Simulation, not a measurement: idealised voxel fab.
You're looking at the process module voxel released beams.
Square cells of 5 nm make up the cross-section cut, whose width is 195 nm.
A cross-section in this document is a grid of square cells, and it is written down as bands, the top band listed before the ones below it; a band is made up of one or more rows of cells.
Read a band's entry like this: the first values are the height of its top and the height of its bottom in nm, and what follows is the sequence of materials from left to right, each with its width in nm. Note that "air" is empty space, and that a single material marked "everywhere" reaches across the band from edge to edge.
Basically, 0 is our baseline, since under it the wafer straight out of the box is all one material. The bottom band has no lower end and keeps on going down, so it looks like "0 -> down".
A width such as "30->40" changes by the same amount from each row of cells to the next, from the band's top row to its bottom row.
No cell of the cross-section changed in a step that is given as "no modification".
So "Closed internal cavities" is basically the list of trapped voids: any empty space of 8 cells or more that can't reach the top through an opening. They're written width x height at distance, the distance being from the left edge, and it's all nm.
It should be noted that, on the line of a given step, the content following the step's settings is a remark produced by the simulator itself with respect to that step.
If you see "overlay nm" on a step's line and that step has a mask, it's telling you how far right of where it was planned the mask ended up; a negative number means it went left instead.

## Set out below are the planned steps of the process
| 1 | RECEIVE | material Si |
| 2 | CONFORMAL_DEP | material SiN | thk nm 5 |
| 3 | DIRECTIONAL_DEP | material SiO2 | thk nm 10 |
| 4 | MASKED_ETCH | tone open | mask id ANCHOR | width nm 45 | etch materials SiO2 | depth nm 10 | overlay nm 0 |
| 5 | CONFORMAL_DEP | material TiN | thk nm 15 |
| 6 | DIRECTIONAL_DEP | material aC | thk nm 10 |
| 7 | PATTERN | tone cover | mask id BEAM | material resist | width nm 120 | thk nm 30 | overlay nm 0 |
| 8 | DIRECTIONAL_ETCH | etch materials aC | depth nm 10 |
| 9 | STRIP | etch materials resist |
| 10 | DIRECTIONAL_ETCH | etch materials TiN | depth nm 15 |
| 11 | STRIP | etch materials aC |
| 12 | STRIP | etch materials SiO2 |

## So, the first of our two wafers, run just as we planned it

## Wafer cross-section on receipt, i.e. after step 1
	0 -> down = Si everywhere
	Closed internal cavities: none

## Upon completion of step 2, the wafer appears in cross-section as shown
	5 -> 0 = SiN everywhere
	Below a height of 0, the structure has not been altered.

## Upon completion of step 3, the wafer appears in cross-section as shown
	15 -> 5 = SiO2 everywhere
	Below a height of 5, the structure has not been altered.

## Upon completion of step 4, the wafer appears in cross-section as shown
	15 -> 5 = 40 nm SiO2 / 45 nm air / 110 nm SiO2
	Below a height of 5, the structure has not been altered.

## Upon completion of step 5, the wafer appears in cross-section as shown
	30 -> 20 = 55 nm TiN / 15 nm air / 125 nm TiN
	20 -> 15 = TiN everywhere
	15 -> 5 = 40 nm SiO2 / 45 nm TiN / 110 nm SiO2
	Below a height of 5, the structure has not been altered.

## Upon completion of step 6, the wafer appears in cross-section as shown
	40 -> 30 = 55 nm aC / 15 nm air / 125 nm aC
	30 -> 20 = 55 nm TiN / 15 nm aC / 125 nm TiN
	Below a height of 20, the structure has not been altered.

## Upon completion of step 7, the wafer appears in cross-section as shown
	70 -> 40 = 35 nm air / 120 nm resist / 40 nm air
	40 -> 30 = 55 nm aC / 15 nm resist / 125 nm aC
	Below a height of 30, the structure has not been altered.

## Upon completion of step 8, the wafer appears in cross-section as shown
	60 -> 40 = 35 nm air / 120 nm resist / 40 nm air
	40 -> 30 = 35 nm air / 20 nm aC / 15 nm resist / 85 nm aC / 40 nm air
	Below a height of 30, the structure has not been altered.

## Upon completion of step 9, the wafer appears in cross-section as shown
	40 -> 30 = 35 nm air / 20 nm aC / 15 nm air / 85 nm aC / 40 nm air
	Below a height of 30, the structure has not been altered.

## Upon completion of step 10, the wafer appears in cross-section as shown
	40 -> 30 = 35 nm air / 20 nm aC / 15 nm air / 85 nm aC / 40 nm air
	30 -> 20 = 35 nm air / 20 nm TiN / 15 nm aC / 85 nm TiN / 40 nm air
	20 -> 15 = 35 nm air / 120 nm TiN / 40 nm air
	Below a height of 15, the structure has not been altered.

## Upon completion of step 11, the wafer appears in cross-section as shown
	30 -> 20 = 35 nm air / 20 nm TiN / 15 nm air / 85 nm TiN / 40 nm air
	Below a height of 20, the structure has not been altered.

## Upon completion of step 12, the wafer appears in cross-section as shown
	30 -> 20 = 35 nm air / 20 nm TiN / 15 nm air / 85 nm TiN / 40 nm air
	20 -> 15 = 35 nm air / 120 nm TiN / 40 nm air
	15 -> 5 = 40 nm air / 45 nm TiN / 110 nm air
	Below a height of 5, the structure has not been altered.

## The Second Wafer: Common Origin and Plan, One Mistake in Execution, Identical to the First Through Step 3

## when step 4 should have ended
	15 -> 5 = 40 nm air / 45 nm SiO2 / 110 nm air
	Below a height of 5, the structure has not been altered.

## when step 5 should have ended
	30 -> 20 = 25 nm air / 75 nm TiN / 95 nm air
	20 -> 15 = TiN everywhere
	15 -> 5 = 40 nm TiN / 45 nm SiO2 / 110 nm TiN
	Below a height of 5, the structure has not been altered.

## when step 6 should have ended
	40 -> 30 = 25 nm air / 75 nm aC / 95 nm air
	30 -> 20 = 25 nm aC / 75 nm TiN / 95 nm aC
	Below a height of 20, the structure has not been altered.

## when step 7 should have ended
	70 -> 40 = 35 nm air / 120 nm resist / 40 nm air
	40 -> 30 = 25 nm air / 75 nm aC / 55 nm resist / 40 nm air
	Below a height of 30, the structure has not been altered.

## when step 8 should have ended
	60 -> 40 = 35 nm air / 120 nm resist / 40 nm air
	40 -> 30 = 35 nm air / 65 nm aC / 55 nm resist / 40 nm air
	30 -> 20 = 25 nm air / 75 nm TiN / 55 nm aC / 40 nm air
	Below a height of 20, the structure has not been altered.

## when step 9 should have ended
	40 -> 30 = 35 nm air / 65 nm aC / 95 nm air
	Below a height of 30, the structure has not been altered.

## when step 10 should have ended
	40 -> 30 = 35 nm air / 65 nm aC / 95 nm air
	30 -> 20 = 35 nm air / 65 nm TiN / 55 nm aC / 40 nm air
	20 -> 15 = 35 nm air / 120 nm TiN / 40 nm air
	15 -> 5 = 25 nm air / 15 nm TiN / 45 nm SiO2 / 70 nm TiN / 40 nm air
	Below a height of 5, the structure has not been altered.

## when step 11 should have ended
	30 -> 20 = 35 nm air / 65 nm TiN / 95 nm air
	Below a height of 20, the structure has not been altered.

when step 12 should have ended: no modification
Run error: step 4, actual vs plan mismatch, actual run MASKED_ETCH | tone cover | mask id ANCHOR | width nm 45 | etch materials SiO2 | depth nm 10 | overlay nm 0
Count the cells at the end and the second wafer has more or fewer of some materials than the first: SiO2: 18 more
